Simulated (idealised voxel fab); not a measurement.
You're looking at the process module voxel released beams.
cross-section cut | 250 nm wide | cells 5 nm
We lay out every cross-section as a grid of square cells and spell it out in bands from the top down, where one band means one or more rows of cells. Each band's line starts with the height of the band's top and of its bottom, in nm. Then come its materials from left to right, each with its width in nm. One material with "all across" fills the band from edge to edge. "blank" is empty space. Below 0: as-received wafer, all one material; heights counted from there. Lowest band: no bottom, goes on down, written "0 -> down". Quick explanation for "30->40": the width changes in equal steps down the rows of cells, from the first number in the band's top row to the second number in its bottom row. Basically "everything unchanged" means that step didn't change any cell in the cross-section. "Unvented cavities": empty spaces of 8 cells or more with no open way to the top, each given as width x height at distance, distance from the left edge, all in nm. On a step's line, text after the settings is the simulator commenting on that step. Regarding "overlay nm": on a step with a mask, it is the distance the mask lay to the right of its planned place; a negative value places it to the left.

Process steps - plan
| 1 | RECEIVE, material Si |
| 2 | CONFORMAL_DEP, material SiN, thk nm 5 |
| 3 | DIRECTIONAL_DEP, material SiO2, thk nm 5 |
| 4 | PATTERN, tone open, mask id ANCHOR, material resist, width nm 25, thk nm 15, overlay nm 0 |
| 5 | DIRECTIONAL_ETCH, etch materials SiO2, depth nm 10 |
| 6 | STRIP, etch materials resist |
| 7 | CONFORMAL_DEP, material W, thk nm 10 |
| 8 | DIRECTIONAL_DEP, material aC, thk nm 10 |
| 9 | PATTERN, tone cover, mask id BEAM, material resist, width nm 70, thk nm 25, overlay nm 0 |
| 10 | DIRECTIONAL_ETCH, etch materials aC, depth nm 10 |
| 11 | STRIP, etch materials resist |
| 12 | DIRECTIONAL_ETCH, etch materials W, depth nm 10 |
| 13 | STRIP, etch materials aC |
| 14 | STRIP, etch materials SiO2 |
Where the wafers of this document differ is in the thk nm of step 3; they start out the same, and the plan states the value that applied to the first wafer.

This is how the first of several wafers looked in cross-section when it arrived, which is after step 1
    0 -> down: Si all across
    Unvented cavities: none

The figure below presents a cross-section of the first of several wafers at the conclusion of the module, following its last step, step 14
    20 -> 15: blank (85), W (15), blank (5), W (50), blank (95)
    15 -> 5: blank (85->90), W (70->25), blank (95->135)
    5 -> 0: SiN all across
    0 -> down: Si all across
    Unvented cavities: none

At the end of the module, the last of several wafers in cross-section
    5 -> 0: SiN all across
    0 -> down: Si all across
    Unvented cavities: none

Per wafer (row), end of module: delta in cells per material since receipt, (+) for gained, (-) for lost; closed voids after that
thk nm 5; +50 SiN; +32 W; Unvented cavities: none
thk nm 10; +50 SiN; +36 W; Unvented cavities: none
thk nm 15; +50 SiN; Unvented cavities: none
thk nm 20; +50 SiN; Unvented cavities: none
thk nm 25; +50 SiN; Unvented cavities: none
